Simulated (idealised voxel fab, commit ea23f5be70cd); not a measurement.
Process module heading - voxel self aligned vias
Each square cell in cross-section cut measures 5 nm, and the section as a whole is 270 nm wide.
Cross-section = grid of square cells, listed top down in bands; band = one or more rows.
Basically the band line says how high the top is and how high the bottom is, in nm, and then what's in it from left to right, every material with its width in nm. Empty space shows up as "air", and if a single material carries "throughout" it runs the full band edge to edge.
Height is counted from the level 0, under which the received wafer is composed throughout of one material. The lowest of the bands is not closed at the bottom but continues downward, in the notation "0 -> down".
Note: "30 to 40" means the width goes from the first number (top row of the band) to the second number (bottom row) in equal steps per row of cells.
Basically "all unchanged" means that step didn't change any cell in the cross-section.
This entry, "Voids, enclosed", enumerates those empty regions of no fewer than 8 cells that possess no open connection to the top. Each region is reported in the form width x height at distance, the distance being taken from the left edge, with all three quantities expressed in nm.
That trailing text on a step's line, after the settings, is the simulator's own remark on the step.
Steps that use a mask can have "overlay nm" on their line. It says how far the mask sat to the right of where it was meant to be. Negative means to the left.
## plan
1. RECEIVE with material Si
2. CONFORMAL_DEP with material SiO2, thk nm 15
3. CONFORMAL_DEP with material SiCN, thk nm 5
4. DIRECTIONAL_DEP with material lowk, thk nm 30
5. MASKED_ETCH with tone open, mask id LINES, width nm 25, pitch nm 75, etch materials lowk, depth nm 30, overlay nm 0
6. CONFORMAL_DEP with material TiN, thk nm 5
7. FILL_DEP with material W, thk nm 10
8. CMP with height nm 50
9. SELECTIVE_ETCH with etch materials W Ru TiN, depth nm 5
10. FILL_DEP with material SiN, thk nm 5
11. CMP with height nm 50
12. DIRECTIONAL_DEP with material lowk, thk nm 15
13. MASKED_ETCH with tone open, mask id VIAS, width nm 45, pitch nm 75, etch materials lowk, depth nm 15, overlay nm 0
14. MASKED_ETCH with tone open, mask id VIAS, width nm 45, pitch nm 75, etch materials SiN, depth nm 5, overlay nm 0
15. CONFORMAL_DEP with material TiN, thk nm 5
16. FILL_DEP with material Cu, thk nm 10
17. CMP with height nm 65
18. CONFORMAL_DEP with material SiN, thk nm 5
## Account of the first of two wafers, which was processed as intended
## So this is the incoming wafer in cross-section - it's already been through step 1
	0 -> down  Si throughout
	Voids, enclosed: none
## The following cross-section depicts the wafer upon completion of step 2
	15 -> 0  SiO2 throughout
	below 0: unchanged
## The following cross-section depicts the wafer upon completion of step 3
	20 -> 15  SiCN throughout
	below 15: unchanged
## The following cross-section depicts the wafer upon completion of step 4
	50 -> 20  lowk throughout
	below 20: unchanged
## The following cross-section depicts the wafer upon completion of step 5
	50 -> 20  lowk (45); air (25); lowk (50); air (25); lowk (50); air (25); lowk (50)
	below 20: unchanged
## The following cross-section depicts the wafer upon completion of step 6
	55 -> 50  TiN (50); air (15); TiN (60); air (15); TiN (60); air (15); TiN (55)
	50 -> 25  lowk (45); TiN (5); air (15); TiN (5); lowk (50); TiN (5); air (15); TiN (5); lowk (50); TiN (5); air (15); TiN (5); lowk (50)
	25 -> 20  lowk (45); TiN (25); lowk (50); TiN (25); lowk (50); TiN (25); lowk (50)
	below 20: unchanged
## The following cross-section depicts the wafer upon completion of step 7
	65 -> 55  W throughout
	55 -> 50  TiN (50); W (15); TiN (60); W (15); TiN (60); W (15); TiN (55)
	50 -> 25  lowk (45); TiN (5); W (15); TiN (5); lowk (50); TiN (5); W (15); TiN (5); lowk (50); TiN (5); W (15); TiN (5); lowk (50)
	below 25: unchanged
## The following cross-section depicts the wafer upon completion of step 8
	50 -> 25  lowk (45); TiN (5); W (15); TiN (5); lowk (50); TiN (5); W (15); TiN (5); lowk (50); TiN (5); W (15); TiN (5); lowk (50)
	below 25: unchanged
## The following cross-section depicts the wafer upon completion of step 9
	50 -> 45  lowk (45); air (25); lowk (50); air (25); lowk (50); air (25); lowk (50)
	below 45: unchanged
## The following cross-section depicts the wafer upon completion of step 10
	55 -> 50  SiN throughout
	50 -> 45  lowk (45); SiN (25); lowk (50); SiN (25); lowk (50); SiN (25); lowk (50)
	below 45: unchanged
## The following cross-section depicts the wafer upon completion of step 11
	50 -> 45  lowk (45); SiN (25); lowk (50); SiN (25); lowk (50); SiN (25); lowk (50)
	below 45: unchanged
## The following cross-section depicts the wafer upon completion of step 12
	65 -> 50  lowk throughout
	below 50: unchanged
## The following cross-section depicts the wafer upon completion of step 13
	65 -> 50  lowk (35); air (45); lowk (30); air (45); lowk (30); air (45); lowk (40)
	below 50: unchanged
## The following cross-section depicts the wafer upon completion of step 14
	65 -> 50  lowk (35); air (45); lowk (30); air (45); lowk (30); air (45); lowk (40)
	50 -> 45  lowk (45); air (25); lowk (50); air (25); lowk (50); air (25); lowk (50)
	below 45: unchanged
## The following cross-section depicts the wafer upon completion of step 15
	70 -> 65  TiN (40); air (35); TiN (40); air (35); TiN (40); air (35); TiN (45)
	65 -> 55  lowk (35); TiN (5); air (35); TiN (5); lowk (30); TiN (5); air (35); TiN (5); lowk (30); TiN (5); air (35); TiN (5); lowk (40)
	55 -> 50  lowk (35); TiN (15); air (15); TiN (15); lowk (30); TiN (15); air (15); TiN (15); lowk (30); TiN (15); air (15); TiN (15); lowk (40)
	50 -> 45  lowk (45); TiN (25); lowk (50); TiN (25); lowk (50); TiN (25); lowk (50)
	below 45: unchanged
## The following cross-section depicts the wafer upon completion of step 16
	80 -> 70  Cu throughout
	70 -> 65  TiN (40); Cu (35); TiN (40); Cu (35); TiN (40); Cu (35); TiN (45)
	65 -> 55  lowk (35); TiN (5); Cu (35); TiN (5); lowk (30); TiN (5); Cu (35); TiN (5); lowk (30); TiN (5); Cu (35); TiN (5); lowk (40)
	55 -> 50  lowk (35); TiN (15); Cu (15); TiN (15); lowk (30); TiN (15); Cu (15); TiN (15); lowk (30); TiN (15); Cu (15); TiN (15); lowk (40)
	below 50: unchanged
## The following cross-section depicts the wafer upon completion of step 17
	65 -> 55  lowk (35); TiN (5); Cu (35); TiN (5); lowk (30); TiN (5); Cu (35); TiN (5); lowk (30); TiN (5); Cu (35); TiN (5); lowk (40)
	below 55: unchanged
## The following cross-section depicts the wafer upon completion of step 18
	70 -> 65  SiN throughout
	below 65: unchanged
## Wafer two: like wafer one in start and plan, but with one mistake in execution; identical up to and including step 12
## The second wafer in cross-section, at the planned close of step 13
	65 -> 50  lowk (40); air (35); lowk (40); air (35); lowk (40); air (35); lowk (45)
	below 50: unchanged
## The second wafer in cross-section, at the planned close of step 14
	65 -> 50  lowk (40); air (35); lowk (40); air (35); lowk (40); air (35); lowk (45)
	50 -> 45  lowk (45); air (25); lowk (50); air (25); lowk (50); air (25); lowk (50)
	below 45: unchanged
## The second wafer in cross-section, at the planned close of step 15
	70 -> 65  TiN (45); air (25); TiN (50); air (25); TiN (50); air (25); TiN (50)
	65 -> 55  lowk (40); TiN (5); air (25); TiN (5); lowk (40); TiN (5); air (25); TiN (5); lowk (40); TiN (5); air (25); TiN (5); lowk (45)
	55 -> 50  lowk (40); TiN (10); air (15); TiN (10); lowk (40); TiN (10); air (15); TiN (10); lowk (40); TiN (10); air (15); TiN (10); lowk (45)
	50 -> 45  lowk (45); TiN (25); lowk (50); TiN (25); lowk (50); TiN (25); lowk (50)
	below 45: unchanged
## The second wafer in cross-section, at the planned close of step 16
	80 -> 70  Cu throughout
	70 -> 65  TiN (45); Cu (25); TiN (50); Cu (25); TiN (50); Cu (25); TiN (50)
	65 -> 55  lowk (40); TiN (5); Cu (25); TiN (5); lowk (40); TiN (5); Cu (25); TiN (5); lowk (40); TiN (5); Cu (25); TiN (5); lowk (45)
	55 -> 50  lowk (40); TiN (10); Cu (15); TiN (10); lowk (40); TiN (10); Cu (15); TiN (10); lowk (40); TiN (10); Cu (15); TiN (10); lowk (45)
	below 50: unchanged
## The second wafer in cross-section, at the planned close of step 17
	65 -> 55  lowk (40); TiN (5); Cu (25); TiN (5); lowk (40); TiN (5); Cu (25); TiN (5); lowk (40); TiN (5); Cu (25); TiN (5); lowk (45)
	below 55: unchanged
## The second wafer in cross-section, at the planned close of step 18
	70 -> 65  SiN throughout
	below 65: unchanged
what went wrong: planned and actual differ for step 13; actual: MASKED_ETCH with tone open, mask id VIAS, width nm 35, pitch nm 75, etch materials lowk, depth nm 15, overlay nm 0
Wafer comparison, final, in cells, second relative to first, materials more or fewer: -12 Cu; -6 TiN; +18 lowk
